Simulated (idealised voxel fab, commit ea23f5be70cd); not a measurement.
process module | voxel self aligned contacts
cross-section cut | 285 nm wide | cells 5 nm
A cross-section is a grid of square cells, given in bands from the top down. A band is one or more rows of cells.
Each band's line starts with the height of the band's top and of its bottom, in nm. Then come its materials from left to right, each with its width in nm. One material with "throughout" fills the band from edge to edge. "air" is empty space.
Height 0 is the level under which the wafer as received is all one material. The lowest band goes on downwards, as in "0 down".
A width such as "30 to 40" changes by the same amount from each row of cells to the next, from the band's top row to its bottom row.
"no change" after a step means that no cell of the cross-section changed.
closed voids: empty space of 8 cells or more with no open way to the top, each as width x height at its distance from the left edge, in nm
after a step's settings: what the simulator itself notes on the step
overlay nm, on a step with a mask: how far to the right of its planned place the mask lay; to the left if negative
plan
1 op RECEIVE | material Si
2 op OXIDIZE | depth nm 5
3 op DIRECTIONAL_DEP | material polySi | thk nm 30
4 op DIRECTIONAL_DEP | material SiN | thk nm 20
5 op MASKED_ETCH | tone cover | mask id GATE | width nm 15 | pitch nm 70 | etch materials SiN | depth nm 20 | overlay nm 0
6 op MASKED_ETCH | tone cover | mask id GATE | width nm 25 | pitch nm 70 | etch materials polySi | depth nm 30 | overlay nm 0
7 op CONFORMAL_DEP | material SiN | thk nm 10
8 op DIRECTIONAL_ETCH | etch materials SiN | depth nm 10
9 op FILL_DEP | material SiO2 | thk nm 20
10 op CMP | height nm 60
11 op DIRECTIONAL_DEP | material aC | thk nm 10
12 op PATTERN | tone open | mask id CONTACT | material resist | width nm 55 | pitch nm 70 | thk nm 30 | overlay nm 0
13 op DIRECTIONAL_ETCH | etch materials aC | depth nm 10
14 op STRIP | etch materials resist
15 op DIRECTIONAL_ETCH | etch materials SiO2 | depth nm 65
16 op STRIP | etch materials aC
17 op CONFORMAL_DEP | material TiN | thk nm 5
18 op FILL_DEP | material W | thk nm 10
19 op CMP | height nm 60
20 op CONFORMAL_DEP | material SiN | thk nm 5
varied across the wafers: width nm of step 5. The plan shows the first wafer's value. All wafers start alike
first wafer as received, after step 1
  0 down: Si throughout
  closed voids: none
each wafer at the end: cells of each material gained (+) or lost (-) since it was received, then its closed voids
width nm 15 | -57 Si | +213 SiN | +325 SiO2 | +70 TiN | +100 W | +90 polySi | closed voids: none
width nm 20 | -57 Si | +225 SiN | +321 SiO2 | +70 TiN | +92 W | +90 polySi | closed voids: none
width nm 25 | -57 Si | +237 SiN | +317 SiO2 | +70 TiN | +84 W | +90 polySi | closed voids: none
width nm 30 | -57 Si | +249 SiN | +309 SiO2 | +70 TiN | +62 W | +108 polySi | closed voids: none
width nm 35 | -57 Si | +261 SiN | +301 SiO2 | +70 TiN | +40 W | +126 polySi | closed voids: none
width nm 40 | -57 Si | +273 SiN | +293 SiO2 | +70 TiN | +18 W | +144 polySi | closed voids: none
